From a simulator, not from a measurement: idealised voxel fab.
Process module name: voxel capacitor over wiring
Displayed cross-section: cut, width of 245 nm, square cells sized 5 nm.
Notation: cross-section as square-cell grid; stated in bands, top first, going down; one or more cell rows per band. This entry defines a band. It first specifies the height of the band's top and the height of its bottom in nm, and then specifies the band's materials from left to right, stating each material with its width in nm. The word "throughout" identifies a single material that fills the band from edge to edge, while the word "air" identifies empty space. Beneath 0, the wafer as received is one material, and that level is where height counting begins. The lowest band goes on downward without a bottom; it is written like "z 0 and below". So if you see something like "30..40" for the width, read it as the top row of the band sitting at the first number and the bottom row at the second, with every row in between moving by the same amount as the last. Step note "nothing was modified" = no cross-section cell changed. This entry, "Trapped void list", enumerates those empty regions of no fewer than 8 cells that possess no open connection to the top. Each region is reported in the form width x height at distance, the distance being taken from the left edge, with all three quantities expressed in nm. What comes after the settings on a step's line is commentary from the simulator itself on that step. Steps that use a mask can have "overlay nm" on their line. It says how far the mask sat to the right of where it was meant to be. Negative means to the left.

# Below is the list of planned process steps
- 1: RECEIVE (material Si)
- 2: CONFORMAL_DEP (material SiO2; thk nm 15)
- 3: DIRECTIONAL_DEP (material TiN; thk nm 5)
- 4: DIRECTIONAL_DEP (material Ru; thk nm 15)
- 5: DIRECTIONAL_DEP (material aC; thk nm 10)
- 6: PATTERN (tone cover; mask id METAL_1; material resist; width nm 25; pitch nm 85; thk nm 30; overlay nm 0)
- 7: DIRECTIONAL_ETCH (etch materials aC; depth nm 10)
- 8: STRIP (etch materials resist)
- 9: DIRECTIONAL_ETCH (etch materials Ru; depth nm 15)
- 10: DIRECTIONAL_ETCH (etch materials TiN; depth nm 5)
- 11: STRIP (etch materials aC)
- 12: FILL_DEP (material SiO2; thk nm 5)
- 13: CMP (height nm 25)
- 14: CONFORMAL_DEP (material SiCN; thk nm 5)
- 15: DIRECTIONAL_DEP (material SiO2; thk nm 20)
- 16: PATTERN (tone open; mask id PLUG_1; material resist; width nm 15; thk nm 20; overlay nm 0)
- 17: DIRECTIONAL_ETCH (etch materials SiO2; depth nm 20)
- 18: DIRECTIONAL_ETCH (etch materials SiCN; depth nm 5)
- 19: STRIP (etch materials resist)
- 20: CONFORMAL_DEP (material TiN; thk nm 5)
- 21: FILL_DEP (material Ru; thk nm 5)
- 22: CMP (height nm 60)
- 23: DIRECTIONAL_DEP (material TiN; thk nm 5)
- 24: DIRECTIONAL_DEP (material SiN; thk nm 5)
- 25: DIRECTIONAL_DEP (material TiN; thk nm 5)
- 26: PATTERN (tone cover; mask id UPPER_PLATE; material resist; width nm 65; thk nm 15; overlay nm 0)
- 27: DIRECTIONAL_ETCH (etch materials TiN; depth nm 5)
- 28: DIRECTIONAL_ETCH (etch materials SiN; depth nm 5)
- 29: STRIP (etch materials resist)
- 30: MASKED_ETCH (tone cover; mask id LOWER_PLATE; width nm 75; etch materials TiN; depth nm 5; overlay nm 0)
- 31: FILL_DEP (material SiO2; thk nm 20)
- 32: CMP (height nm 90)
- 33: MASKED_ETCH (tone open; mask id PLUG_2; width nm 15; etch materials SiO2; depth nm 15; overlay nm 0)
- 34: CONFORMAL_DEP (material TiN; thk nm 5)
- 35: FILL_DEP (material Cu; thk nm 5)
- 36: CMP (height nm 90)
- 37: CONFORMAL_DEP (material SiN; thk nm 5)
The wafers are alike at the start. At step 13, their height nm differs. The plan lists the first wafer's value.

# Cut through the first of several wafers as received, post step 1
* z 0 and below = Si throughout
* Trapped void list: none

# wafer rows; end of module; cells per material since receipt: (+) gained, (-) lost; then closed voids
height nm 25 | +2 Cu | +64 Ru | +46 SiCN | +62 SiN | +653 SiO2 | +104 TiN | Trapped void list: none
height nm 30 | +2 Cu | +25 Ru | +46 SiCN | +62 SiN | +692 SiO2 | +104 TiN | Trapped void list: none
height nm 35 | +2 Cu | +34 Ru | +46 SiCN | +62 SiN | +731 SiO2 | +56 TiN | Trapped void list: none
height nm 40 | +2 Cu | +33 Ru | +46 SiCN | +62 SiN | +734 SiO2 | +54 TiN | Trapped void list: none
